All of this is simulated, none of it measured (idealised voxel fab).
process module | voxel double patterning
cross-section cut | 160 nm wide | cells 5 nm
A cross-section is a grid of square cells, given in bands from the top down. A band is one or more rows of cells.
Each band's line starts with the height of the band's top and of its bottom, in nm. Then come its materials from left to right, each with its width in nm. One material with "throughout" fills the band from edge to edge. "air" is empty space.
Height 0 is the level under which the wafer as received is all one material. The lowest band goes on downwards, as in "0 down".
A width such as "30 to 40" changes by the same amount from each row of cells to the next, from the band's top row to its bottom row.
"no change" after a step means that no cell of the cross-section changed.
closed voids: empty space of 8 cells or more with no open way to the top, each as width x height at its distance from the left edge, in nm
after a step's settings: what the simulator itself notes on the step
overlay nm, on a step with a mask: how far to the right of its planned place the mask lay; to the left if negative
plan
1 op RECEIVE | material Si
2 op CONFORMAL_DEP | material SiO2 | thk nm 5
3 op DIRECTIONAL_DEP | material TiN | thk nm 10
4 op DIRECTIONAL_DEP | material SiCN | thk nm 5
5 op PATTERN | tone open | mask id FIRST | material resist | width nm 15 | pitch nm 50 | thk nm 20 | overlay nm 0
6 op DIRECTIONAL_ETCH | etch materials SiCN | depth nm 5
7 op STRIP | etch materials resist
8 op PATTERN | tone open | mask id SECOND | material resist | width nm 15 | thk nm 20 | overlay nm 0
9 op DIRECTIONAL_ETCH | etch materials SiCN | depth nm 5
10 op STRIP | etch materials resist
11 op DIRECTIONAL_ETCH | etch materials TiN | depth nm 10
12 op STRIP | etch materials SiCN
first wafer, as planned
as received, after step 1
  0 down: Si throughout
  closed voids: none
after step 2
  5 to 0: SiO2 throughout
  below 0: unchanged
after step 3
  15 to 5: TiN throughout
  below 5: unchanged
after step 4
  20 to 15: SiCN throughout
  below 15: unchanged
after step 5
  40 to 20: resist 45 | air 15 | resist 35 | air 15 | resist 50
  below 20: unchanged
after step 6
  40 to 20: resist 45 | air 15 | resist 35 | air 15 | resist 50
  20 to 15: SiCN 45 | air 15 | SiCN 35 | air 15 | SiCN 50
  below 15: unchanged
after step 7
  20 to 15: SiCN 45 | air 15 | SiCN 35 | air 15 | SiCN 50
  below 15: unchanged
after step 8
  40 to 20: resist 70 | air 15 | resist 75
  20 to 15: SiCN 45 | resist 15 | SiCN 35 | resist 15 | SiCN 50
  below 15: unchanged
after step 9
  40 to 20: resist 70 | air 15 | resist 75
  20 to 15: SiCN 45 | resist 15 | SiCN 10 | air 15 | SiCN 10 | resist 15 | SiCN 50
  below 15: unchanged
after step 10
  20 to 15: SiCN 45 | air 15 | SiCN 10 | air 15 | SiCN 10 | air 15 | SiCN 50
  below 15: unchanged
after step 11
  20 to 15: SiCN 45 | air 15 | SiCN 10 | air 15 | SiCN 10 | air 15 | SiCN 50
  15 to 5: TiN 45 | air 15 | TiN 10 | air 15 | TiN 10 | air 15 | TiN 50
  below 5: unchanged
after step 12
  15 to 5: TiN 45 | air 15 | TiN 10 | air 15 | TiN 10 | air 15 | TiN 50
  below 5: unchanged
second wafer: like start, like plan, one mistake. Through step 1 it matches the first wafer
when step 2 should have ended: no change
when step 3 should have ended
  10 to 0: TiN throughout
  below 0: unchanged
when step 4 should have ended
  15 to 10: SiCN throughout
  below 10: unchanged
when step 5 should have ended
  35 to 15: resist 45 | air 15 | resist 35 | air 15 | resist 50
  below 15: unchanged
when step 6 should have ended
  35 to 15: resist 45 | air 15 | resist 35 | air 15 | resist 50
  15 to 10: SiCN 45 | air 15 | SiCN 35 | air 15 | SiCN 50
  below 10: unchanged
when step 7 should have ended
  15 to 10: SiCN 45 | air 15 | SiCN 35 | air 15 | SiCN 50
  below 10: unchanged
when step 8 should have ended
  35 to 15: resist 70 | air 15 | resist 75
  15 to 10: SiCN 45 | resist 15 | SiCN 35 | resist 15 | SiCN 50
  below 10: unchanged
when step 9 should have ended
  35 to 15: resist 70 | air 15 | resist 75
  15 to 10: SiCN 45 | resist 15 | SiCN 10 | air 15 | SiCN 10 | resist 15 | SiCN 50
  below 10: unchanged
when step 10 should have ended
  15 to 10: SiCN 45 | air 15 | SiCN 10 | air 15 | SiCN 10 | air 15 | SiCN 50
  below 10: unchanged
when step 11 should have ended
  15 to 10: SiCN 45 | air 15 | SiCN 10 | air 15 | SiCN 10 | air 15 | SiCN 50
  10 to 0: TiN 45 | air 15 | TiN 10 | air 15 | TiN 10 | air 15 | TiN 50
  below 0: unchanged
when step 12 should have ended
  10 to 0: TiN 45 | air 15 | TiN 10 | air 15 | TiN 10 | air 15 | TiN 50
  below 0: unchanged
what went wrong: step 2 was left out
at the end the second wafer has, in cells: 32 fewer of SiO2
